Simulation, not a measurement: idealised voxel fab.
process module | voxel self aligned contacts
cross-section cut | 200 nm wide | cells 5 nm
A cross-section is a grid of square cells, given in bands from the top down. A band is one or more rows of cells.
Each band's line starts with the height of the band's top and of its bottom, in nm. Then come its materials from left to right, each with its width in nm. One material with "throughout" fills the band from edge to edge. "air" is empty space.
Height 0 is the level under which the wafer as received is all one material. The lowest band goes on downwards, as in "0 down".
A width such as "30 to 40" changes by the same amount from each row of cells to the next, from the band's top row to its bottom row.
"no change" after a step means that no cell of the cross-section changed.
closed voids: empty space of 8 cells or more with no open way to the top, each as width x height at its distance from the left edge, in nm
after a step's settings: what the simulator itself notes on the step
overlay nm, on a step with a mask: how far to the right of its planned place the mask lay; to the left if negative
plan
1 op RECEIVE | material Si
2 op OXIDIZE | depth nm 5
3 op DIRECTIONAL_DEP | material polySi | thk nm 30
4 op DIRECTIONAL_DEP | material SiN | thk nm 25
5 op MASKED_ETCH | tone cover | mask id GATE | width nm 25 | pitch nm 60 | etch materials SiN | depth nm 25 | overlay nm 0
6 op MASKED_ETCH | tone cover | mask id GATE | width nm 25 | pitch nm 60 | etch materials polySi | depth nm 30 | overlay nm 0
7 op CONFORMAL_DEP | material SiN | thk nm 10
8 op DIRECTIONAL_ETCH | etch materials SiN | depth nm 10
9 op FILL_DEP | material SiO2 | thk nm 15
10 op CMP | height nm 65
11 op MASKED_ETCH | tone open | mask id CONTACT | width nm 45 | pitch nm 60 | etch materials SiO2 | depth nm 70 | overlay nm 0
12 op CONFORMAL_DEP | material TiN | thk nm 5
13 op FILL_DEP | material W | thk nm 10
14 op CMP | height nm 65
15 op CONFORMAL_DEP | material SiCN | thk nm 5
first wafer, as planned
as received, after step 1
  0 down: Si throughout
  closed voids: none
after step 2
  0 to -5: SiO2 throughout
  below -5: unchanged
after step 3
  30 to 0: polySi throughout
  below 0: unchanged
after step 4
  55 to 30: SiN throughout
  below 30: unchanged
after step 5
  55 to 30: air 25 | SiN 25 | air 35 | SiN 25 | air 35 | SiN 25 | air 30
  below 30: unchanged
after step 6
  55 to 30: air 25 | SiN 25 | air 35 | SiN 25 | air 35 | SiN 25 | air 30
  30 to 0: air 25 | polySi 25 | air 35 | polySi 25 | air 35 | polySi 25 | air 30
  below 0: unchanged
after step 7
  65 to 30: air 15 | SiN 45 | air 15 | SiN 45 | air 15 | SiN 45 | air 20
  30 to 10: air 15 | SiN 10 | polySi 25 | SiN 10 | air 15 | SiN 10 | polySi 25 | SiN 10 | air 15 | SiN 10 | polySi 25 | SiN 10 | air 20
  10 to 0: SiN 25 | polySi 25 | SiN 35 | polySi 25 | SiN 35 | polySi 25 | SiN 30
  below 0: unchanged
after step 8
  55 to 30: air 15 | SiN 45 | air 15 | SiN 45 | air 15 | SiN 45 | air 20
  30 to 0: air 15 | SiN 10 | polySi 25 | SiN 10 | air 15 | SiN 10 | polySi 25 | SiN 10 | air 15 | SiN 10 | polySi 25 | SiN 10 | air 20
  below 0: unchanged
after step 9
  70 to 55: SiO2 throughout
  55 to 30: SiO2 15 | SiN 45 | SiO2 15 | SiN 45 | SiO2 15 | SiN 45 | SiO2 20
  30 to 0: SiO2 15 | SiN 10 | polySi 25 | SiN 10 | SiO2 15 | SiN 10 | polySi 25 | SiN 10 | SiO2 15 | SiN 10 | polySi 25 | SiN 10 | SiO2 20
  below 0: unchanged
after step 10
  65 to 55: SiO2 throughout
  below 55: unchanged
after step 11
  65 to 55: SiO2 45 | air 45 | SiO2 15 | air 45 | SiO2 50
  55 to 30: SiO2 15 | SiN 45 | air 15 | SiN 45 | air 15 | SiN 45 | SiO2 20
  30 to 0: SiO2 15 | SiN 10 | polySi 25 | SiN 10 | air 15 | SiN 10 | polySi 25 | SiN 10 | air 15 | SiN 10 | polySi 25 | SiN 10 | SiO2 20
  0 to -5: SiO2 60 | air 15 | SiO2 45 | air 15 | SiO2 65
  below -5: unchanged
after step 12
  70 to 65: TiN 50 | air 35 | TiN 25 | air 35 | TiN 55
  65 to 55: SiO2 45 | TiN 5 to 20 | air 35 to 5 | TiN 5 to 20 | SiO2 15 | TiN 5 to 20 | air 35 to 5 | TiN 5 to 20 | SiO2 50
  55 to 30: SiO2 15 | SiN 45 | TiN 5 | air 5 | TiN 5 | SiN 45 | TiN 5 | air 5 | TiN 5 | SiN 45 | SiO2 20
  30 to 0: SiO2 15 | SiN 10 | polySi 25 | SiN 10 | TiN 5 | air 5 | TiN 5 | SiN 10 | polySi 25 | SiN 10 | TiN 5 | air 5 | TiN 5 | SiN 10 | polySi 25 | SiN 10 | SiO2 20
  0 to -5: SiO2 60 | TiN 15 | SiO2 45 | TiN 15 | SiO2 65
  below -5: unchanged
after step 13
  80 to 70: W throughout
  70 to 65: TiN 50 | W 35 | TiN 25 | W 35 | TiN 55
  65 to 55: SiO2 45 | TiN 5 to 20 | W 35 to 5 | TiN 5 to 20 | SiO2 15 | TiN 5 to 20 | W 35 to 5 | TiN 5 to 20 | SiO2 50
  55 to 30: SiO2 15 | SiN 45 | TiN 5 | W 5 | TiN 5 | SiN 45 | TiN 5 | W 5 | TiN 5 | SiN 45 | SiO2 20
  30 to 0: SiO2 15 | SiN 10 | polySi 25 | SiN 10 | TiN 5 | W 5 | TiN 5 | SiN 10 | polySi 25 | SiN 10 | TiN 5 | W 5 | TiN 5 | SiN 10 | polySi 25 | SiN 10 | SiO2 20
  below 0: unchanged
after step 14
  65 to 55: SiO2 45 | TiN 5 to 20 | W 35 to 5 | TiN 5 to 20 | SiO2 15 | TiN 5 to 20 | W 35 to 5 | TiN 5 to 20 | SiO2 50
  below 55: unchanged
after step 15
  70 to 65: SiCN throughout
  below 65: unchanged
second wafer: like start, like plan, one mistake. Through step 2 it matches the first wafer
when step 3 should have ended
  25 to 0: SiN throughout
  below 0: unchanged
when step 4 should have ended
  55 to 25: polySi throughout
  below 25: unchanged
when step 5 should have ended: no change
when step 6 should have ended
  55 to 25: air 25 | polySi 25 | air 35 | polySi 25 | air 35 | polySi 25 | air 30
  below 25: unchanged
when step 7 should have ended
  65 to 55: air 15 | SiN 45 | air 15 | SiN 45 | air 15 | SiN 45 | air 20
  55 to 35: air 15 | SiN 10 | polySi 25 | SiN 10 | air 15 | SiN 10 | polySi 25 | SiN 10 | air 15 | SiN 10 | polySi 25 | SiN 10 | air 20
  35 to 25: SiN 25 | polySi 25 | SiN 35 | polySi 25 | SiN 35 | polySi 25 | SiN 30
  below 25: unchanged
when step 8 should have ended
  55 to 25: air 15 | SiN 10 | polySi 25 | SiN 10 | air 15 | SiN 10 | polySi 25 | SiN 10 | air 15 | SiN 10 | polySi 25 | SiN 10 | air 20
  below 25: unchanged
when step 9 should have ended
  70 to 55: SiO2 throughout
  55 to 25: SiO2 15 | SiN 10 | polySi 25 | SiN 10 | SiO2 15 | SiN 10 | polySi 25 | SiN 10 | SiO2 15 | SiN 10 | polySi 25 | SiN 10 | SiO2 20
  below 25: unchanged
when step 10 should have ended
  65 to 55: SiO2 throughout
  below 55: unchanged
when step 11 should have ended
  65 to 55: SiO2 45 | air 45 | SiO2 15 | air 45 | SiO2 50
  55 to 25: SiO2 15 | SiN 10 | polySi 25 | SiN 10 | air 15 | SiN 10 | polySi 25 | SiN 10 | air 15 | SiN 10 | polySi 25 | SiN 10 | SiO2 20
  below 25: unchanged
when step 12 should have ended
  70 to 65: TiN 50 | air 35 | TiN 25 | air 35 | TiN 55
  65 to 55: SiO2 45 | TiN 5 to 20 | air 35 to 5 | TiN 5 to 20 | SiO2 15 | TiN 5 to 20 | air 35 to 5 | TiN 5 to 20 | SiO2 50
  55 to 30: SiO2 15 | SiN 10 | polySi 25 | SiN 10 | TiN 5 | air 5 | TiN 5 | SiN 10 | polySi 25 | SiN 10 | TiN 5 | air 5 | TiN 5 | SiN 10 | polySi 25 | SiN 10 | SiO2 20
  30 to 25: SiO2 15 | SiN 10 | polySi 25 | SiN 10 | TiN 15 | SiN 10 | polySi 25 | SiN 10 | TiN 15 | SiN 10 | polySi 25 | SiN 10 | SiO2 20
  below 25: unchanged
when step 13 should have ended
  80 to 70: W throughout
  70 to 65: TiN 50 | W 35 | TiN 25 | W 35 | TiN 55
  65 to 55: SiO2 45 | TiN 5 to 20 | W 35 to 5 | TiN 5 to 20 | SiO2 15 | TiN 5 to 20 | W 35 to 5 | TiN 5 to 20 | SiO2 50
  55 to 30: SiO2 15 | SiN 10 | polySi 25 | SiN 10 | TiN 5 | W 5 | TiN 5 | SiN 10 | polySi 25 | SiN 10 | TiN 5 | W 5 | TiN 5 | SiN 10 | polySi 25 | SiN 10 | SiO2 20
  below 30: unchanged
when step 14 should have ended
  65 to 55: SiO2 45 | TiN 5 to 20 | W 35 to 5 | TiN 5 to 20 | SiO2 15 | TiN 5 to 20 | W 35 to 5 | TiN 5 to 20 | SiO2 50
  below 55: unchanged
when step 15 should have ended
  70 to 65: SiCN throughout
  below 65: unchanged
what went wrong: steps 3 and 4 were swapped
at the end the second wafer has, in cells: 65 more of SiN | 29 fewer of SiO2 | 24 fewer of TiN | 12 fewer of W
